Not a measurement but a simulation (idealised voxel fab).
The name of this process module is voxel air gaps.
Cross-section cut: width 205 nm, square cells of 5 nm.
In what follows, cross-sections appear as grids of square cells, described through bands that run from the top down, where every band is one or more rows of cells.
For a band, the entry starts with two heights in nm, that of the top and then that of the bottom, and carries on with the band's materials in order from left to right, each alongside its width in nm; the word "edge to edge" beside a single material means it fills the band edge to edge, and "empty" means empty space.
Counting heights begins at 0, where everything beneath is, in the wafer as received, one material. The lowest band has no bottom; it goes on downwards, as "0 and below" shows.
A width given as "30->40" starts at the first number in the band's top row and ends at the second number in its bottom row, shifting by an equal amount at every step from row to row.
Step marked "same as before"? Then no cell in the cross-section changed in it.
So "Enclosed cavity list" is basically the list of trapped voids: any empty space of 8 cells or more that can't reach the top through an opening. They're written width x height at distance, the distance being from the left edge, and it's all nm.
after a step's settings: what the simulator itself notes on the step
overlay nm: right-of-plan distance of the mask on a masked step; negative values mean left-of-plan.
[Process steps (planned)]
1 RECEIVE, material Si
2 CONFORMAL_DEP, material SiO2, thk nm 15
3 CONFORMAL_DEP, material SiN, thk nm 5
4 DIRECTIONAL_DEP, material lowk, thk nm 40
5 DIRECTIONAL_DEP, material aC, thk nm 15
6 PATTERN, tone open, mask id LINES, material resist, width nm 25, pitch nm 50, thk nm 30, overlay nm 0
7 DIRECTIONAL_ETCH, etch materials aC, depth nm 15
8 STRIP, etch materials resist
9 DIRECTIONAL_ETCH, etch materials lowk, depth nm 40
10 STRIP, etch materials aC
11 CONFORMAL_DEP, material TiN, thk nm 5
12 FILL_DEP, material W, thk nm 10
13 CMP, height nm 60
14 EPI, material Ru, thk nm 10
15 SELECTIVE_ETCH, etch materials lowk, depth nm 50
16 CONFORMAL_DEP, material SiCN, thk nm 5
[Cross-section of the incoming wafer, state after step 1]
  0 and below = Si edge to edge
  Enclosed cavity list: none
[Run as planned - first of the two wafers cross-sectioned at the end of the module]
  75 down to 70 = 25 nm empty, then 155 nm SiCN, then 25 nm empty
  70 down to 60 = 25 nm empty, then 5 nm SiCN, then 45 nm Ru, then 5 nm SiCN, then 45 nm Ru, then 5 nm SiCN, then 45 nm Ru, then 5 nm SiCN, then 25 nm empty
  60 down to 55 = 25 nm empty, then 15 nm SiCN, then 5 nm TiN, then 15 nm W, then 5 nm TiN, then 25 nm SiCN, then 5 nm TiN, then 15 nm W, then 5 nm TiN, then 25 nm SiCN, then 5 nm TiN, then 15 nm W, then 5 nm TiN, then 15 nm SiCN, then 25 nm empty
  55 down to 25 = 35 nm empty, then 5 nm SiCN, then 5 nm TiN, then 15 nm W, then 5 nm TiN, then 5 nm SiCN, then 15 nm empty, then 5 nm SiCN, then 5 nm TiN, then 15 nm W, then 5 nm TiN, then 5 nm SiCN, then 15 nm empty, then 5 nm SiCN, then 5 nm TiN, then 15 nm W, then 5 nm TiN, then 5 nm SiCN, then 35 nm empty
  25 down to 20 = 40 nm SiCN, then 25 nm TiN, then 25 nm SiCN, then 25 nm TiN, then 25 nm SiCN, then 25 nm TiN, then 40 nm SiCN
  20 down to 15 = SiN edge to edge
  15 down to 0 = SiO2 edge to edge
  0 and below = Si edge to edge
  Enclosed cavity list: 15 x 30 at 70; 15 x 30 at 120
[This is the second of the two wafers, cross-sectioned at the end of the module; it started exactly like the first and was given the same plan, but it was run with one mistake]
  75 down to 70 = SiCN edge to edge
  70 down to 60 = 50 nm Ru, then 5 nm SiCN, then 45 nm Ru, then 5 nm SiCN, then 45 nm Ru, then 5 nm SiCN, then 50 nm Ru
  60 down to 55 = 35 nm W, then 5 nm TiN, then 25 nm SiCN, then 5 nm TiN, then 15 nm W, then 5 nm TiN, then 25 nm SiCN, then 5 nm TiN, then 15 nm W, then 5 nm TiN, then 25 nm SiCN, then 5 nm TiN, then 35 nm W
  55 down to 25 = 35 nm W, then 5 nm TiN, then 5 nm SiCN, then 15 nm empty, then 5 nm SiCN, then 5 nm TiN, then 15 nm W, then 5 nm TiN, then 5 nm SiCN, then 15 nm empty, then 5 nm SiCN, then 5 nm TiN, then 15 nm W, then 5 nm TiN, then 5 nm SiCN, then 15 nm empty, then 5 nm SiCN, then 5 nm TiN, then 35 nm W
  25 down to 20 = 40 nm TiN, then 25 nm SiCN, then 25 nm TiN, then 25 nm SiCN, then 25 nm TiN, then 25 nm SiCN, then 40 nm TiN
  20 down to 15 = SiN edge to edge
  15 down to 0 = SiO2 edge to edge
  0 and below = Si edge to edge
  Enclosed cavity list: 15 x 30 at 45; 15 x 30 at 95; 15 x 30 at 145
What was done differently from what was planned? step 6 deviated from plan and actually ran as PATTERN, tone cover, mask id LINES, material resist, width nm 25, pitch nm 50, thk nm 30, overlay nm 0
Final cells, second wafer relative to first, materials higher or lower: Ru +22; SiCN -4; TiN +11; W +77
By the end, 2 closed voids are present in the first wafer and 3 in the second.
